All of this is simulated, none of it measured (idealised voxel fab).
Herein follows the process module entitled voxel released beams.
Square cell edge 5 nm, section width 205 nm, ID cut.
The cross-sections in this document take the form of a grid made of square cells. They are written out as bands, in order from top to bottom. Each band consists of one or more rows of cells.
Top height, bottom height, nm. Materials left to right, width each, nm. Single material + "throughout" = fills band edge to edge. "empty" = empty.
Where do heights start? At 0: under that level the wafer as delivered is made of one material only. And the lowest band has no floor; it just carries on downward, as in "0 down".
You'd read "30->40" like this: the band's top row of cells is as wide as the first number, its bottom row is as wide as the second, and going down, every row changes width by the same amount as the row before did.
You'll sometimes find "no modification" written for a step, and that's the way of saying that nowhere in the cross-section did a cell change during that step.
Each empty space that has no open way to the top and spans at least 8 cells appears under "Fully sealed voids" as width x height at distance, the distance counted from the left edge, all in nm.
Read whatever lies past the settings on a step's line as the simulator's own remark about the step.
For masked steps, "overlay nm" on the step line gives how far right of plan the mask actually lay; a minus sign means it lay to the left.

Intended process steps:
| 1 | RECEIVE,material Si |
| 2 | CONFORMAL_DEP,material SiN,thk nm 10 |
| 3 | DIRECTIONAL_DEP,material SiO2,thk nm 15 |
| 4 | DIRECTIONAL_DEP,material aC,thk nm 10 |
| 5 | PATTERN,tone open,mask id ANCHOR,material resist,width nm 25,thk nm 25,overlay nm 0 |
| 6 | DIRECTIONAL_ETCH,etch materials aC,depth nm 10 |
| 7 | STRIP,etch materials resist |
| 8 | DIRECTIONAL_ETCH,etch materials SiO2,depth nm 15 |
| 9 | STRIP,etch materials aC |
| 10 | CONFORMAL_DEP,material TiN,thk nm 15 |
| 11 | MASKED_ETCH,tone cover,mask id BEAM,width nm 80,etch materials TiN,depth nm 15,overlay nm 0 |
| 12 | STRIP,etch materials SiO2 |
The width nm used in step 5 is not the same on every wafer, whereas the starting condition is; the value printed in the plan is the first wafer's.

Cross-section, first of several wafers, as delivered after step 1:
* 0 down: Si throughout
* Fully sealed voids: none

Each wafer at the end: cells of each material gained (+) or lost (-) since it was received, then its closed voids:
width nm 25, +82 SiN, +63 TiN, Fully sealed voids: none
width nm 30, +82 SiN, +66 TiN, Fully sealed voids: none
width nm 35, +82 SiN, +66 TiN, Fully sealed voids: none
width nm 40, +82 SiN, +66 TiN, Fully sealed voids: none
width nm 45, +82 SiN, +66 TiN, Fully sealed voids: none
width nm 50, +82 SiN, +66 TiN, Fully sealed voids: none
